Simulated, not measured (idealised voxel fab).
process module | voxel wiring stack
cross-section cut | 210 nm wide | cells 5 nm
A cross-section is a grid of square cells, given in bands from the top down. A band is one or more rows of cells.
Each band's line starts with the height of the band's top and of its bottom, in nm. Then come its materials from left to right, each with its width in nm. One material with "throughout" fills the band from edge to edge. "air" is empty space.
Height 0 is the level under which the wafer as received is all one material. The lowest band goes on downwards, as in "0 down".
A width such as "30 to 40" changes by the same amount from each row of cells to the next, from the band's top row to its bottom row.
"no change" after a step means that no cell of the cross-section changed.
closed voids: empty space of 8 cells or more with no open way to the top, each as width x height at its distance from the left edge, in nm
after a step's settings: what the simulator itself notes on the step
overlay nm, on a step with a mask: how far to the right of its planned place the mask lay; to the left if negative
plan
1 op RECEIVE | material Si
2 op CONFORMAL_DEP | material SiO2 | thk nm 10
3 op DIRECTIONAL_DEP | material TiN | thk nm 5
4 op DIRECTIONAL_DEP | material W | thk nm 25
5 op DIRECTIONAL_DEP | material aC | thk nm 15
6 op PATTERN | tone cover | mask id METAL_1 | material resist | width nm 20 | pitch nm 45 | thk nm 35 | overlay nm 0
7 op DIRECTIONAL_ETCH | etch materials aC | depth nm 15
8 op STRIP | etch materials resist
9 op DIRECTIONAL_ETCH | etch materials W | depth nm 25
10 op DIRECTIONAL_ETCH | etch materials TiN | depth nm 5
11 op STRIP | etch materials aC
12 op CONFORMAL_DEP | material SiN | thk nm 5
13 op FILL_DEP | material lowk | thk nm 5
14 op CMP | height nm 40
15 op CONFORMAL_DEP | material SiCN | thk nm 5
16 op DIRECTIONAL_DEP | material lowk | thk nm 15
17 op MASKED_ETCH | tone open | mask id PLUG_1 | width nm 15 | pitch nm 45 | etch materials lowk | depth nm 15 | overlay nm 0
18 op MASKED_ETCH | tone open | mask id PLUG_1 | width nm 15 | pitch nm 45 | etch materials SiCN | depth nm 5 | overlay nm 0
19 op CONFORMAL_DEP | material TiN | thk nm 5
20 op FILL_DEP | material Ru | thk nm 5
21 op CMP | height nm 60
22 op DIRECTIONAL_DEP | material TiN | thk nm 5
23 op DIRECTIONAL_DEP | material W | thk nm 20
24 op PATTERN | tone cover | mask id METAL_2 | material resist | width nm 20 | pitch nm 45 | thk nm 15 | overlay nm 0
25 op DIRECTIONAL_ETCH | etch materials W | depth nm 20
26 op DIRECTIONAL_ETCH | etch materials TiN | depth nm 5
27 op STRIP | etch materials resist
28 op CONFORMAL_DEP | material SiN | thk nm 5
29 op FILL_DEP | material SiO2 | thk nm 5
30 op CMP | height nm 85
31 op CONFORMAL_DEP | material SiN | thk nm 5
as received, after step 1
  0 down: Si throughout
  closed voids: none
a wafer at the end: this start, this plan, one mistake
  90 to 85: SiN throughout
  85 to 65: SiO2 20 | SiN 5 | W 20 | SiN 5 | SiO2 15 | SiN 5 | W 20 | SiN 5 | SiO2 15 | SiN 5 | W 20 | SiN 5 | SiO2 15 | SiN 5 | W 20 | SiN 5 | SiO2 25
  65 to 60: SiN 25 | TiN 20 | SiN 25 | TiN 20 | SiN 25 | TiN 20 | SiN 25 | TiN 20 | SiN 30
  60 to 50: lowk 30 | TiN 5 | Ru 5 | TiN 5 | lowk 30 | TiN 5 | Ru 5 | TiN 5 | lowk 30 | TiN 5 | Ru 5 | TiN 5 | lowk 30 | TiN 5 | Ru 5 | TiN 5 | lowk 30
  50 to 45: lowk 30 | TiN 15 | lowk 30 | TiN 15 | lowk 30 | TiN 15 | lowk 30 | TiN 15 | lowk 30
  45 to 40: SiCN 30 | TiN 10 | SiCN 35 | TiN 10 | SiCN 35 | TiN 10 | SiCN 35 | TiN 10 | SiCN 35
  40 to 15: lowk 20 | SiN 5 | W 20 | SiN 5 | lowk 15 | SiN 5 | W 20 | SiN 5 | lowk 15 | SiN 5 | W 20 | SiN 5 | lowk 15 | SiN 5 | W 20 | SiN 5 | lowk 25
  15 to 10: SiN 25 | TiN 20 | SiN 25 | TiN 20 | SiN 25 | TiN 20 | SiN 25 | TiN 20 | SiN 30
  10 to 0: SiO2 throughout
  0 down: Si throughout
  closed voids: none
what went wrong: step 17 ran as: op MASKED_ETCH | tone open | mask id PLUG_1 | width nm 15 | pitch nm 45 | etch materials lowk | depth nm 15 | overlay nm 5
